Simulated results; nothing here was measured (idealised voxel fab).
voxel plated lines: a process module
Pictured: cross-section cut, 155 nm wide, on a grid of 5 nm square cells.
A cross-section in this document is a grid of square cells, and it is written down as bands, the top band listed before the ones below it; a band is made up of one or more rows of cells. For a band, the entry starts with two heights in nm, that of the top and then that of the bottom, and carries on with the band's materials in order from left to right, each alongside its width in nm; the word "full width" beside a single material means it fills the band edge to edge, and "air" means empty space. The level at which height equals 0 is the one under which the wafer, as it arrives, is entirely one material. No lower edge exists for the bottom band, which continues downward and is notated as in "z 0 and below". Read "30 to 40" as a graded width: first number on top, second number at the bottom, same change between each pair of neighbouring rows. "nothing got changed" means the step left every cell of the cross-section as it was. The list in "Voids lacking openings" covers empty spaces of 8 cells or more that cannot reach the top through any open way, and it gives each as width x height at distance; the distance is from the left edge, and width, height and distance are in nm. What comes after the settings on a step's line is commentary from the simulator itself on that step. "overlay nm", when on a step's line for a step with a mask, measures how far to the right of its planned place the mask lay; a negative measure means to the left.
## Planned step list for the process
1) RECEIVE | material Si
2) CONFORMAL_DEP | material SiO2 | thk nm 15
3) DIRECTIONAL_DEP | material TiN | thk nm 5
4) PATTERN | tone open | mask id LINES | material resist | width nm 15 | pitch nm 45 | thk nm 35 | overlay nm 0
5) EPI | material Ru | thk nm 10
6) EPI | material Ru | thk nm 5
7) EPI | material Ru | thk nm 10
8) STRIP | etch materials resist
9) DIRECTIONAL_ETCH | etch materials TiN | depth nm 5
10) CONFORMAL_DEP | material SiCN | thk nm 5
The wafers are alike at the start. At step 4, their width nm differs. The plan lists the first wafer's value.
## The first of several wafers in cross-section, exactly as it reached us after step 1
> z 0 and below  Si full width
> Voids lacking openings: none
## After the module's final step, step 10: the first of several wafers in cross-section
> z 50 to 45  air: 40; SiCN: 25; air: 20; SiCN: 25; air: 45
> z 45 to 20  air: 40; SiCN: 5; Ru: 15; SiCN: 5; air: 20; SiCN: 5; Ru: 15; SiCN: 5; air: 45
> z 20 to 15  SiCN: 45; TiN: 15; SiCN: 30; TiN: 15; SiCN: 50
> z 15 to 0  SiO2 full width
> z 0 and below  Si full width
> Voids lacking openings: none
## X-section, last wafer, module end
> z 50 to 45  air: 35; SiCN: 40; air: 5; SiCN: 40; air: 35
> z 45 to 20  air: 35; SiCN: 5; Ru: 30; SiCN: 5; air: 5; SiCN: 5; Ru: 30; SiCN: 5; air: 35
> z 20 to 15  SiCN: 40; TiN: 30; SiCN: 15; TiN: 30; SiCN: 40
> z 15 to 0  SiO2 full width
> z 0 and below  Si full width
> Voids lacking openings: none
## The following table contains a row per wafer, in which are reported, at the conclusion of the module, the cells of each material gained (+) or lost (-) since the wafer's receipt, with its closed voids given thereafter
width nm 15, +30 Ru, +55 SiCN, +93 SiO2, +6 TiN, Voids lacking openings: none
width nm 20, +40 Ru, +55 SiCN, +93 SiO2, +8 TiN, Voids lacking openings: none
width nm 25, +50 Ru, +55 SiCN, +93 SiO2, +10 TiN, Voids lacking openings: none
width nm 30, +60 Ru, +55 SiCN, +93 SiO2, +12 TiN, Voids lacking openings: none
